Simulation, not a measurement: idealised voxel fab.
process module | voxel ribs on slabs
cross-section cut | 255 nm wide | cells 5 nm
A cross-section is a grid of square cells, given in bands from the top down. A band is one or more rows of cells.
Each band's line starts with the height of the band's top and of its bottom, in nm. Then come its materials from left to right, each with its width in nm. One material with "throughout" fills the band from edge to edge. "air" is empty space.
Height 0 is the level under which the wafer as received is all one material. The lowest band goes on downwards, as in "0 down".
A width such as "30 to 40" changes by the same amount from each row of cells to the next, from the band's top row to its bottom row.
"no change" after a step means that no cell of the cross-section changed.
closed voids: empty space of 8 cells or more with no open way to the top, each as width x height at its distance from the left edge, in nm
after a step's settings: what the simulator itself notes on the step
overlay nm, on a step with a mask: how far to the right of its planned place the mask lay; to the left if negative
plan
1 op RECEIVE | material Si
2 op DIRECTIONAL_DEP | material SiO2 | thk nm 25
3 op DIRECTIONAL_DEP | material polySi | thk nm 25
4 op MASKED_ETCH | tone cover | mask id RIB | width nm 20 | etch materials polySi | depth nm 5 | overlay nm 0
5 op DIRECTIONAL_DEP | material aC | thk nm 15
6 op PATTERN | tone cover | mask id SLAB | material resist | width nm 70 | thk nm 30 | overlay nm 0
7 op DIRECTIONAL_ETCH | etch materials aC | depth nm 15
8 op STRIP | etch materials resist
9 op DIRECTIONAL_ETCH | etch materials polySi | depth nm 20
10 op STRIP | etch materials aC
11 op FILL_DEP | material SiO2 | thk nm 15
12 op CMP | height nm 60
13 op DIRECTIONAL_DEP | material TiN | thk nm 5
14 op MASKED_ETCH | tone cover | mask id HEATER | width nm 30 | etch materials TiN | depth nm 5 | overlay nm 0
15 op CONFORMAL_DEP | material SiO2 | thk nm 10
first wafer, as planned
as received, after step 1
  0 down: Si throughout
  closed voids: none
after step 2
  25 to 0: SiO2 throughout
  below 0: unchanged
after step 3
  50 to 25: polySi throughout
  below 25: unchanged
after step 4
  50 to 45: air 115 | polySi 20 | air 120
  below 45: unchanged
after step 5
  65 to 60: air 115 | aC 20 | air 120
  60 to 50: aC throughout
  50 to 45: aC 115 | polySi 20 | aC 120
  below 45: unchanged
after step 6
  95 to 65: air 90 | resist 70 | air 95
  65 to 60: air 90 | resist 25 | aC 20 | resist 25 | air 95
  below 60: unchanged
after step 7
  80 to 65: air 90 | resist 70 | air 95
  65 to 60: air 90 | resist 25 | aC 20 | resist 25 | air 95
  60 to 50: air 90 | aC 70 | air 95
  50 to 45: air 90 | aC 25 | polySi 20 | aC 25 | air 95
  below 45: unchanged
after step 8
  65 to 60: air 115 | aC 20 | air 120
  below 60: unchanged
after step 9
  65 to 60: air 115 | aC 20 | air 120
  60 to 50: air 90 | aC 70 | air 95
  50 to 45: air 90 | aC 25 | polySi 20 | aC 25 | air 95
  45 to 25: air 90 | polySi 70 | air 95
  below 25: unchanged
after step 10
  50 to 45: air 115 | polySi 20 | air 120
  below 45: unchanged
after step 11
  65 to 50: SiO2 throughout
  50 to 45: SiO2 115 | polySi 20 | SiO2 120
  45 to 25: SiO2 90 | polySi 70 | SiO2 95
  below 25: unchanged
after step 12
  60 to 50: SiO2 throughout
  below 50: unchanged
after step 13
  65 to 60: TiN throughout
  below 60: unchanged
after step 14
  65 to 60: air 110 | TiN 30 | air 115
  below 60: unchanged
after step 15
  75 to 70: air 100 | SiO2 50 | air 105
  70 to 65: SiO2 throughout
  65 to 60: SiO2 110 | TiN 30 | SiO2 115
  below 60: unchanged
second wafer: like start, like plan, one mistake. Through step 5 it matches the first wafer
when step 6 should have ended
  95 to 65: air 95 | resist 60 | air 100
  65 to 60: air 95 | resist 20 | aC 20 | resist 20 | air 100
  below 60: unchanged
when step 7 should have ended
  80 to 65: air 95 | resist 60 | air 100
  65 to 60: air 95 | resist 20 | aC 20 | resist 20 | air 100
  60 to 50: air 95 | aC 60 | air 100
  50 to 45: air 95 | aC 20 | polySi 20 | aC 20 | air 100
  below 45: unchanged
when step 8 should have ended
  65 to 60: air 115 | aC 20 | air 120
  below 60: unchanged
when step 9 should have ended
  65 to 60: air 115 | aC 20 | air 120
  60 to 50: air 95 | aC 60 | air 100
  50 to 45: air 95 | aC 20 | polySi 20 | aC 20 | air 100
  45 to 25: air 95 | polySi 60 | air 100
  below 25: unchanged
when step 10 should have ended
  50 to 45: air 115 | polySi 20 | air 120
  below 45: unchanged
when step 11 should have ended
  65 to 50: SiO2 throughout
  50 to 45: SiO2 115 | polySi 20 | SiO2 120
  45 to 25: SiO2 95 | polySi 60 | SiO2 100
  below 25: unchanged
when step 12 should have ended
  60 to 50: SiO2 throughout
  below 50: unchanged
when step 13 should have ended
  65 to 60: TiN throughout
  below 60: unchanged
when step 14 should have ended
  65 to 60: air 110 | TiN 30 | air 115
  below 60: unchanged
when step 15 should have ended
  75 to 70: air 100 | SiO2 50 | air 105
  70 to 65: SiO2 throughout
  65 to 60: SiO2 110 | TiN 30 | SiO2 115
  below 60: unchanged
what went wrong: step 6 ran as: op PATTERN | tone cover | mask id SLAB | material resist | width nm 60 | thk nm 30 | overlay nm 0
at the end the second wafer has, in cells: 8 more of SiO2 | 8 fewer of polySi
